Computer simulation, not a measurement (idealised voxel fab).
Presented below is a process module, voxel fin reveal.
Square cell edge 5 nm, section width 140 nm, ID cut.
A cross-section is a grid of square cells, given in bands from the top down. A band is one or more rows of cells. Heads up on the band format: heights come first, top then bottom, in nm. After that it's the materials left to right, each with its width in nm. A single material flagged "throughout" fills the whole band edge to edge, and "air" means there's empty space there. Counting heights begins at 0, where everything beneath is, in the wafer as received, one material. The lowest band has no bottom; it goes on downwards, as "0 -> down" shows. Read "30..40" as a graded width: first number on top, second number at the bottom, same change between each pair of neighbouring rows. Key: "everything unchanged" - step with no changed cell in the cross-section. Closed cavity list: empty space of 8 cells or more with no open way to the top, each as width x height at its distance from the left edge, in nm. Where a step's line continues beyond its settings, the continuation is a remark by the simulator itself on that step. A step line may carry the setting "overlay nm", which, for steps involving a mask, states the distance by which the mask lay to the right of its intended position; negative values denote displacement to the left.

These are the steps we planned for the process
1. RECEIVE [material Si]
2. CONFORMAL_DEP [material SiN] [thk nm 10]
3. MASKED_ETCH [tone cover] [mask id FINS] [width nm 15] [pitch nm 35] [etch materials SiN] [depth nm 10] [overlay nm 0]
4. MASKED_ETCH [tone cover] [mask id FINS] [width nm 15] [pitch nm 35] [etch materials Si] [depth nm 30] [overlay nm 0]
5. FILL_DEP [material SiO2] [thk nm 5]
6. CMP [height nm 10]
7. SELECTIVE_ETCH [etch materials SiO2] [depth nm 25]
8. STRIP [etch materials SiN]

The following pertains to the first of two wafers, which was processed as planned

As-received state of the wafer in cross-section, equivalent to post-step 1
- 0 -> down: Si throughout
- Closed cavity list: none

How the wafer stands in section after step 2
- 10 -> 0: SiN throughout
- Under the height 0 nothing was changed.

How the wafer stands in section after step 3
- 10 -> 0: air 45 nm, SiN 15 nm, air 20 nm, SiN 15 nm, air 45 nm
- Under the height 0 nothing was changed.

How the wafer stands in section after step 4
- 10 -> 0: air 45 nm, SiN 15 nm, air 20 nm, SiN 15 nm, air 45 nm
- 0 -> -30: air 45 nm, Si 15 nm, air 20 nm, Si 15 nm, air 45 nm
- Under the height -30 nothing was changed.

How the wafer stands in section after step 5
- 15 -> 10: SiO2 throughout
- 10 -> 0: SiO2 45 nm, SiN 15 nm, SiO2 20 nm, SiN 15 nm, SiO2 45 nm
- 0 -> -30: SiO2 45 nm, Si 15 nm, SiO2 20 nm, Si 15 nm, SiO2 45 nm
- Under the height -30 nothing was changed.

How the wafer stands in section after step 6
- 10 -> 0: SiO2 45 nm, SiN 15 nm, SiO2 20 nm, SiN 15 nm, SiO2 45 nm
- Under the height 0 nothing was changed.

How the wafer stands in section after step 7
- 10 -> 0: air 45 nm, SiN 15 nm, air 20 nm, SiN 15 nm, air 45 nm
- 0 -> -15: air 45 nm, Si 15 nm, air 20 nm, Si 15 nm, air 45 nm
- Under the height -15 nothing was changed.

How the wafer stands in section after step 8
- 0 -> -15: air 45 nm, Si 15 nm, air 20 nm, Si 15 nm, air 45 nm
- Under the height -15 nothing was changed.

For the second wafer, take the first wafer's start and plan, then add one mistake made in running it; everything through step 7, that step included, is shared with the first

Second wafer cross-section, taken as of the time the plan sets for step 8 to be done
- 10 -> 0: air 45 nm, SiN 15 nm, air 20 nm, SiN 15 nm, air 45 nm
- 0 -> -30: air 45 nm, Si 15 nm, air 20 nm, Si 15 nm, air 45 nm
- Under the height -30 nothing was changed.
Here's what went sideways: for step 8, the planned setting was not used; the step was instead run as STRIP [etch materials SiO2]
Per the end-of-run cell counts, the second wafer holds more or fewer of some materials than the first: +12 SiN, -66 SiO2
